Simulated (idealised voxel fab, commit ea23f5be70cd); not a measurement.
The following process module bears the name voxel self aligned vias.
Section cut is 300 nm wide and gridded with 5 nm square cells.
Format of a cross-section: grid, square cells. Given as bands. Order: top down. Band: one or more rows of cells.
A band entry consists of two parts. The first gives the height of the band's top and the height of its bottom, in nm. The rest lists the band's materials from left to right, each with its width in nm. A single material labelled with the word "all across" fills the band from edge to edge, and the word "blank" marks empty space.
All heights in this document are referenced to 0, defined as the level beneath which the wafer, as received, consists entirely of one material. The lowest band is not bounded below; it extends indefinitely downward and is written in the form "0 nm and below".
When a width is written as two numbers, as in "30..40", the first number is the width in the top row of cells of the band and the second is the width in its bottom row, and the width changes by the same amount from each row to the next.
"no modifications" (step): cross-section cells unchanged, all of them.
Under "Completely sealed voids" you'll find the enclosed gaps, the ones with no way out to the top, that are 8 cells or bigger; each reads width x height at distance, with distance counted from the left edge, everything in nm.
Text after the settings on a step's line: the simulator's own remark on that step.
overlay nm: on a step with a mask, how far right of its planned place the mask lay; negative means left.
## plan
1,RECEIVE | material Si
2,CONFORMAL_DEP | material SiO2 | thk nm 10
3,CONFORMAL_DEP | material SiCN | thk nm 5
4,DIRECTIONAL_DEP | material lowk | thk nm 20
5,DIRECTIONAL_DEP | material aC | thk nm 15
6,PATTERN | tone open | mask id LINES | material resist | width nm 25 | pitch nm 50 | thk nm 35 | overlay nm 0
7,DIRECTIONAL_ETCH | etch materials aC | depth nm 15
8,STRIP | etch materials resist
9,DIRECTIONAL_ETCH | etch materials lowk | depth nm 20
10,STRIP | etch materials aC
11,CONFORMAL_DEP | material TiN | thk nm 5
12,FILL_DEP | material W | thk nm 5
13,CMP | height nm 35
14,SELECTIVE_ETCH | etch materials W Ru TiN | depth nm 5
15,FILL_DEP | material SiN | thk nm 5
16,CMP | height nm 35
17,DIRECTIONAL_DEP | material lowk | thk nm 15
18,DIRECTIONAL_DEP | material aC | thk nm 10
19,PATTERN | tone open | mask id VIAS | material resist | width nm 35 | thk nm 30 | overlay nm 0
20,DIRECTIONAL_ETCH | etch materials aC | depth nm 10
21,STRIP | etch materials resist
22,DIRECTIONAL_ETCH | etch materials lowk | depth nm 15
23,DIRECTIONAL_ETCH | etch materials SiN | depth nm 5
24,STRIP | etch materials aC
25,CONFORMAL_DEP | material TiN | thk nm 5
26,FILL_DEP | material Cu | thk nm 5
27,CMP | height nm 50
28,CONFORMAL_DEP | material SiN | thk nm 5
## On the first of the two wafers: run conducted according to plan
## As-received state of the wafer in cross-section, equivalent to post-step 1
- 0 nm and below | Si all across
- Completely sealed voids: none
## After step 2: wafer cross-section
- 10 nm to 0 nm | SiO2 all across
- Everything under 0 stays put, no change at all.
## After step 3: wafer cross-section
- 15 nm to 10 nm | SiCN all across
- Everything under 10 stays put, no change at all.
## After step 4: wafer cross-section
- 35 nm to 15 nm | lowk all across
- Everything under 15 stays put, no change at all.
## After step 5: wafer cross-section
- 50 nm to 35 nm | aC all across
- Everything under 35 stays put, no change at all.
## After step 6: wafer cross-section
- 85 nm to 50 nm | 110 nm resist | 25 nm blank | 25 nm resist | 25 nm blank | 115 nm resist
- Everything under 50 stays put, no change at all.
## After step 7: wafer cross-section
- 70 nm to 50 nm | 110 nm resist | 25 nm blank | 25 nm resist | 25 nm blank | 115 nm resist
- 50 nm to 35 nm | 110 nm aC | 25 nm blank | 25 nm aC | 25 nm blank | 115 nm aC
- Everything under 35 stays put, no change at all.
## After step 8: wafer cross-section
- 50 nm to 35 nm | 110 nm aC | 25 nm blank | 25 nm aC | 25 nm blank | 115 nm aC
- Everything under 35 stays put, no change at all.
## After step 9: wafer cross-section
- 50 nm to 35 nm | 110 nm aC | 25 nm blank | 25 nm aC | 25 nm blank | 115 nm aC
- 35 nm to 15 nm | 110 nm lowk | 25 nm blank | 25 nm lowk | 25 nm blank | 115 nm lowk
- Everything under 15 stays put, no change at all.
## After step 10: wafer cross-section
- 35 nm to 15 nm | 110 nm lowk | 25 nm blank | 25 nm lowk | 25 nm blank | 115 nm lowk
- Everything under 15 stays put, no change at all.
## After step 11: wafer cross-section
- 40 nm to 35 nm | 115 nm TiN | 15 nm blank | 35 nm TiN | 15 nm blank | 120 nm TiN
- 35 nm to 20 nm | 110 nm lowk | 5 nm TiN | 15 nm blank | 5 nm TiN | 25 nm lowk | 5 nm TiN | 15 nm blank | 5 nm TiN | 115 nm lowk
- 20 nm to 15 nm | 110 nm lowk | 25 nm TiN | 25 nm lowk | 25 nm TiN | 115 nm lowk
- Everything under 15 stays put, no change at all.
## After step 12: wafer cross-section
- 45 nm to 40 nm | W all across
- 40 nm to 35 nm | 115 nm TiN | 15 nm W | 35 nm TiN | 15 nm W | 120 nm TiN
- 35 nm to 20 nm | 110 nm lowk | 5 nm TiN | 15 nm W | 5 nm TiN | 25 nm lowk | 5 nm TiN | 15 nm W | 5 nm TiN | 115 nm lowk
- Everything under 20 stays put, no change at all.
## After step 13: wafer cross-section
- 35 nm to 20 nm | 110 nm lowk | 5 nm TiN | 15 nm W | 5 nm TiN | 25 nm lowk | 5 nm TiN | 15 nm W | 5 nm TiN | 115 nm lowk
- Everything under 20 stays put, no change at all.
## After step 14: wafer cross-section
- 35 nm to 30 nm | 110 nm lowk | 25 nm blank | 25 nm lowk | 25 nm blank | 115 nm lowk
- Everything under 30 stays put, no change at all.
## After step 15: wafer cross-section
- 40 nm to 35 nm | SiN all across
- 35 nm to 30 nm | 110 nm lowk | 25 nm SiN | 25 nm lowk | 25 nm SiN | 115 nm lowk
- Everything under 30 stays put, no change at all.
## After step 16: wafer cross-section
- 35 nm to 30 nm | 110 nm lowk | 25 nm SiN | 25 nm lowk | 25 nm SiN | 115 nm lowk
- Everything under 30 stays put, no change at all.
## After step 17: wafer cross-section
- 50 nm to 35 nm | lowk all across
- Everything under 35 stays put, no change at all.
## After step 18: wafer cross-section
- 60 nm to 50 nm | aC all across
- Everything under 50 stays put, no change at all.
## After step 19: wafer cross-section
- 90 nm to 60 nm | 105 nm resist | 35 nm blank | 160 nm resist
- Everything under 60 stays put, no change at all.
## After step 20: wafer cross-section
- 80 nm to 60 nm | 105 nm resist | 35 nm blank | 160 nm resist
- 60 nm to 50 nm | 105 nm aC | 35 nm blank | 160 nm aC
- Everything under 50 stays put, no change at all.
## After step 21: wafer cross-section
- 60 nm to 50 nm | 105 nm aC | 35 nm blank | 160 nm aC
- Everything under 50 stays put, no change at all.
## After step 22: wafer cross-section
- 60 nm to 50 nm | 105 nm aC | 35 nm blank | 160 nm aC
- 50 nm to 35 nm | 105 nm lowk | 35 nm blank | 160 nm lowk
- Everything under 35 stays put, no change at all.
## After step 23: wafer cross-section
- 60 nm to 50 nm | 105 nm aC | 35 nm blank | 160 nm aC
- 50 nm to 35 nm | 105 nm lowk | 35 nm blank | 160 nm lowk
- 35 nm to 30 nm | 110 nm lowk | 25 nm blank | 25 nm lowk | 25 nm SiN | 115 nm lowk
- Everything under 30 stays put, no change at all.
## After step 24: wafer cross-section
- 50 nm to 35 nm | 105 nm lowk | 35 nm blank | 160 nm lowk
- Everything under 35 stays put, no change at all.
## After step 25: wafer cross-section
- 55 nm to 50 nm | 110 nm TiN | 25 nm blank | 165 nm TiN
- 50 nm to 40 nm | 105 nm lowk | 5 nm TiN | 25 nm blank | 5 nm TiN | 160 nm lowk
- 40 nm to 35 nm | 105 nm lowk | 10 nm TiN | 15 nm blank | 10 nm TiN | 160 nm lowk
- 35 nm to 30 nm | 110 nm lowk | 25 nm TiN | 25 nm lowk | 25 nm SiN | 115 nm lowk
- Everything under 30 stays put, no change at all.
## After step 26: wafer cross-section
- 60 nm to 55 nm | Cu all across
- 55 nm to 50 nm | 110 nm TiN | 25 nm Cu | 165 nm TiN
- 50 nm to 40 nm | 105 nm lowk | 5 nm TiN | 25 nm Cu | 5 nm TiN | 160 nm lowk
- 40 nm to 35 nm | 105 nm lowk | 10 nm TiN | 15 nm Cu | 10 nm TiN | 160 nm lowk
- Everything under 35 stays put, no change at all.
## After step 27: wafer cross-section
- 50 nm to 40 nm | 105 nm lowk | 5 nm TiN | 25 nm Cu | 5 nm TiN | 160 nm lowk
- Everything under 40 stays put, no change at all.
## After step 28: wafer cross-section
- 55 nm to 50 nm | SiN all across
- Everything under 50 stays put, no change at all.
## Companion wafer, the second of two: same beginning, same intended sequence, one mistake in carrying it out; through step 2 inclusive it tracks the first exactly
## The second wafer cut through, at the time step 3 was supposed to be finished
- 30 nm to 10 nm | lowk all across
- Everything under 10 stays put, no change at all.
## The second wafer cut through, at the time step 4 was supposed to be finished
- 35 nm to 30 nm | SiCN all across
- Everything under 30 stays put, no change at all.
## The second wafer cut through, at the time step 5 was supposed to be finished
- 50 nm to 35 nm | aC all across
- Everything under 35 stays put, no change at all.
## The second wafer cut through, at the time step 6 was supposed to be finished
- 85 nm to 50 nm | 110 nm resist | 25 nm blank | 25 nm resist | 25 nm blank | 115 nm resist
- Everything under 50 stays put, no change at all.
## The second wafer cut through, at the time step 7 was supposed to be finished
- 70 nm to 50 nm | 110 nm resist | 25 nm blank | 25 nm resist | 25 nm blank | 115 nm resist
- 50 nm to 35 nm | 110 nm aC | 25 nm blank | 25 nm aC | 25 nm blank | 115 nm aC
- Everything under 35 stays put, no change at all.
## The second wafer cut through, at the time step 8 was supposed to be finished
- 50 nm to 35 nm | 110 nm aC | 25 nm blank | 25 nm aC | 25 nm blank | 115 nm aC
- Everything under 35 stays put, no change at all.
The second wafer cut through, at the time step 9 was supposed to be finished: no modifications
## The second wafer cut through, at the time step 10 was supposed to be finished
- 35 nm to 30 nm | SiCN all across
- Everything under 30 stays put, no change at all.
## The second wafer cut through, at the time step 11 was supposed to be finished
- 40 nm to 35 nm | TiN all across
- Everything under 35 stays put, no change at all.
## The second wafer cut through, at the time step 12 was supposed to be finished
- 45 nm to 40 nm | W all across
- Everything under 40 stays put, no change at all.
## The second wafer cut through, at the time step 13 was supposed to be finished
- 35 nm to 30 nm | SiCN all across
- Everything under 30 stays put, no change at all.
The second wafer cut through, at the time step 14 was supposed to be finished: no modifications
## The second wafer cut through, at the time step 15 was supposed to be finished
- 40 nm to 35 nm | SiN all across
- Everything under 35 stays put, no change at all.
## The second wafer cut through, at the time step 16 was supposed to be finished
- 35 nm to 30 nm | SiCN all across
- Everything under 30 stays put, no change at all.
## The second wafer cut through, at the time step 17 was supposed to be finished
- 50 nm to 35 nm | lowk all across
- Everything under 35 stays put, no change at all.
## The second wafer cut through, at the time step 18 was supposed to be finished
- 60 nm to 50 nm | aC all across
- Everything under 50 stays put, no change at all.
## The second wafer cut through, at the time step 19 was supposed to be finished
- 90 nm to 60 nm | 105 nm resist | 35 nm blank | 160 nm resist
- Everything under 60 stays put, no change at all.
## The second wafer cut through, at the time step 20 was supposed to be finished
- 80 nm to 60 nm | 105 nm resist | 35 nm blank | 160 nm resist
- 60 nm to 50 nm | 105 nm aC | 35 nm blank | 160 nm aC
- Everything under 50 stays put, no change at all.
## The second wafer cut through, at the time step 21 was supposed to be finished
- 60 nm to 50 nm | 105 nm aC | 35 nm blank | 160 nm aC
- Everything under 50 stays put, no change at all.
## The second wafer cut through, at the time step 22 was supposed to be finished
- 60 nm to 50 nm | 105 nm aC | 35 nm blank | 160 nm aC
- 50 nm to 35 nm | 105 nm lowk | 35 nm blank | 160 nm lowk
- Everything under 35 stays put, no change at all.
The second wafer cut through, at the time step 23 was supposed to be finished: no modifications
## The second wafer cut through, at the time step 24 was supposed to be finished
- 50 nm to 35 nm | 105 nm lowk | 35 nm blank | 160 nm lowk
- Everything under 35 stays put, no change at all.
## The second wafer cut through, at the time step 25 was supposed to be finished
- 55 nm to 50 nm | 110 nm TiN | 25 nm blank | 165 nm TiN
- 50 nm to 40 nm | 105 nm lowk | 5 nm TiN | 25 nm blank | 5 nm TiN | 160 nm lowk
- 40 nm to 35 nm | 105 nm lowk | 35 nm TiN | 160 nm lowk
- Everything under 35 stays put, no change at all.
## The second wafer cut through, at the time step 26 was supposed to be finished
- 60 nm to 55 nm | Cu all across
- 55 nm to 50 nm | 110 nm TiN | 25 nm Cu | 165 nm TiN
- 50 nm to 40 nm | 105 nm lowk | 5 nm TiN | 25 nm Cu | 5 nm TiN | 160 nm lowk
- Everything under 40 stays put, no change at all.
## The second wafer cut through, at the time step 27 was supposed to be finished
- 50 nm to 40 nm | 105 nm lowk | 5 nm TiN | 25 nm Cu | 5 nm TiN | 160 nm lowk
- Everything under 40 stays put, no change at all.
## The second wafer cut through, at the time step 28 was supposed to be finished
- 55 nm to 50 nm | SiN all across
- Everything under 50 stays put, no change at all.
Heads up, the wafer didn't run the way we planned it: the intended sequence of steps 3 and 4 was reversed during processing, with each occupying the position of the other
End check, counted in cells, second wafer has more or fewer of these materials than the first: Cu: 3 fewer, SiN: 5 fewer, TiN: 20 fewer, W: 12 fewer, lowk: 40 more
